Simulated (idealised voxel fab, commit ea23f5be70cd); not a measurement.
process module | voxel transistor to metal
cross-section cut | 150 nm wide | cells 5 nm
A cross-section is a grid of square cells, given in bands from the top down. A band is one or more rows of cells.
Each band's line starts with the height of the band's top and of its bottom, in nm. Then come its materials from left to right, each with its width in nm. One material with "throughout" fills the band from edge to edge. "air" is empty space.
Height 0 is the level under which the wafer as received is all one material. The lowest band goes on downwards, as in "0 down".
A width such as "30 to 40" changes by the same amount from each row of cells to the next, from the band's top row to its bottom row.
"no change" after a step means that no cell of the cross-section changed.
closed voids: empty space of 8 cells or more with no open way to the top, each as width x height at its distance from the left edge, in nm
after a step's settings: what the simulator itself notes on the step
overlay nm, on a step with a mask: how far to the right of its planned place the mask lay; to the left if negative
plan
1 op RECEIVE | material Si
2 op OXIDIZE | depth nm 5
3 op CONFORMAL_DEP | material SiN | thk nm 15
4 op DIRECTIONAL_DEP | material aC | thk nm 15
5 op PATTERN | tone cover | mask id ACTIVE | material resist | width nm 110 | thk nm 30 | overlay nm 0
6 op DIRECTIONAL_ETCH | etch materials aC | depth nm 15
7 op STRIP | etch materials resist
8 op DIRECTIONAL_ETCH | etch materials SiN | depth nm 15
9 op DIRECTIONAL_ETCH | etch materials SiO2 | depth nm 5
10 op DIRECTIONAL_ETCH | etch materials Si | depth nm 20
11 op STRIP | etch materials aC
12 op OXIDIZE | depth nm 5
13 op FILL_DEP | material SiO2 | thk nm 10
14 op CMP | height nm 15
15 op SELECTIVE_ETCH | etch materials SiO2 | depth nm 5
16 op STRIP | etch materials SiN
17 op SELECTIVE_ETCH | etch materials SiO2 | depth nm 5
18 op OXIDIZE | depth nm 5
19 op DIRECTIONAL_DEP | material polySi | thk nm 20
20 op DIRECTIONAL_DEP | material SiCN | thk nm 10
21 op DIRECTIONAL_DEP | material aC | thk nm 15
22 op PATTERN | tone cover | mask id GATE | material resist | width nm 30 | thk nm 35 | overlay nm 0
23 op DIRECTIONAL_ETCH | etch materials aC | depth nm 15
24 op STRIP | etch materials resist
25 op DIRECTIONAL_ETCH | etch materials SiCN | depth nm 20
26 op DIRECTIONAL_ETCH | etch materials polySi | depth nm 30
27 op STRIP | etch materials aC
28 op CONFORMAL_DEP | material SiO2 | thk nm 5
29 op DIRECTIONAL_ETCH | etch materials SiO2 | depth nm 5
30 op CONFORMAL_DEP | material SiN | thk nm 5
31 op DIRECTIONAL_ETCH | etch materials SiN | depth nm 5
32 op DIRECTIONAL_ETCH | etch materials SiO2 | depth nm 5
33 op DIRECTIONAL_ETCH | etch materials Si | depth nm 15
34 op EPI | material SiGe | thk nm 15
35 op FILL_DEP | material SiO2 | thk nm 5
36 op CMP | height nm 15
37 op STRIP | etch materials polySi
38 op SELECTIVE_ETCH | etch materials SiO2 | depth nm 5
39 op CONFORMAL_DEP | material HfO2 | thk nm 5
40 op CONFORMAL_DEP | material TiN | thk nm 5
41 op FILL_DEP | material W | thk nm 5
42 op CMP | height nm 10
43 op DIRECTIONAL_DEP | material SiO2 | thk nm 15
44 op PATTERN | tone open | mask id CONTACT | material resist | width nm 15 | pitch nm 85 | thk nm 20 | overlay nm 0
45 op DIRECTIONAL_ETCH | etch materials SiO2 | depth nm 35
46 op STRIP | etch materials resist
47 op CONFORMAL_DEP | material TiN | thk nm 5
48 op FILL_DEP | material W | thk nm 10
49 op CMP | height nm 25
50 op CONFORMAL_DEP | material SiN | thk nm 5
51 op DIRECTIONAL_DEP | material SiO2 | thk nm 25
52 op PATTERN | tone open | mask id METAL_1 | material resist | width nm 15 | pitch nm 85 | thk nm 15 | overlay nm 0
53 op DIRECTIONAL_ETCH | etch materials SiO2 | depth nm 25
54 op DIRECTIONAL_ETCH | etch materials SiN | depth nm 5
55 op STRIP | etch materials resist
56 op CONFORMAL_DEP | material TiN | thk nm 5
57 op FILL_DEP | material Cu | thk nm 10
58 op CMP | height nm 55
59 op EPI | material Ru | thk nm 5
60 op FILL_DEP | material SiCN | thk nm 5
61 op DIRECTIONAL_DEP | material lowk | thk nm 35
62 op DIRECTIONAL_DEP | material aC | thk nm 10
63 op PATTERN | tone open | mask id METAL_2 | material resist | width nm 15 | pitch nm 85 | thk nm 25 | overlay nm 0
64 op DIRECTIONAL_ETCH | etch materials aC | depth nm 10
65 op STRIP | etch materials resist
66 op DIRECTIONAL_ETCH | etch materials lowk | depth nm 20
67 op STRIP | etch materials aC
68 op DIRECTIONAL_DEP | material aC | thk nm 15
69 op PATTERN | tone open | mask id METAL_2_HOLES | material resist | width nm 15 | pitch nm 85 | thk nm 35 | overlay nm 0
70 op DIRECTIONAL_ETCH | etch materials aC | depth nm 15
71 op STRIP | etch materials resist
72 op DIRECTIONAL_ETCH | etch materials lowk | depth nm 15
73 op DIRECTIONAL_ETCH | etch materials SiCN | depth nm 5
74 op STRIP | etch materials aC
75 op CONFORMAL_DEP | material TiN | thk nm 5
76 op FILL_DEP | material Cu | thk nm 5
77 op CMP | height nm 100
78 op CONFORMAL_DEP | material SiCN | thk nm 5
as received, after step 1
  0 down: Si throughout
  closed voids: none
a wafer at the end: this start, this plan, one mistake
  105 to 100: SiCN throughout
  100 to 65: lowk 25 | TiN 5 | Cu 5 | TiN 5 | lowk 70 | TiN 5 | Cu 5 | TiN 5 | lowk 25
  65 to 60: SiCN 25 | TiN 15 | SiCN 70 | TiN 15 | SiCN 25
  60 to 55: SiCN 20 | Ru 25 | SiCN 60 | Ru 25 | SiCN 20
  55 to 30: SiO2 25 | TiN 5 | Cu 5 | TiN 5 | SiO2 70 | TiN 5 | Cu 5 | TiN 5 | SiO2 25
  30 to 25: SiN 25 | TiN 15 | SiN 70 | TiN 15 | SiN 25
  25 to 10: SiO2 25 | TiN 5 | W 5 | TiN 5 | SiO2 70 | TiN 5 | W 5 | TiN 5 | SiO2 25
  10 to 5: SiO2 25 | TiN 15 | SiO2 10 | SiN 5 | HfO2 5 | TiN 5 | W 20 | TiN 5 | HfO2 5 | SiN 5 | SiO2 10 | TiN 15 | SiO2 25
  5 to 0: SiO2 20 | SiN 5 | SiO2 10 | SiGe 15 | SiN 5 | HfO2 5 | TiN 5 | W 20 | TiN 5 | HfO2 5 | SiN 5 | SiGe 15 | SiO2 10 | SiN 5 | SiO2 20
  0 to -5: SiO2 20 | SiN 5 | SiO2 10 | SiGe 15 | SiN 5 | HfO2 5 | TiN 30 | HfO2 5 | SiN 5 | SiGe 15 | SiO2 10 | SiN 5 | SiO2 20
  -5 to -10: SiO2 35 | SiGe 15 | SiO2 5 | HfO2 40 | SiO2 5 | SiGe 15 | SiO2 35
  -10 to -25: SiO2 25 | SiGe 25 | Si 50 | SiGe 25 | SiO2 25
  -25 to -30: SiO2 25 | Si 100 | SiO2 25
  -30 down: Si throughout
  closed voids: none
what went wrong: step 43 was run twice
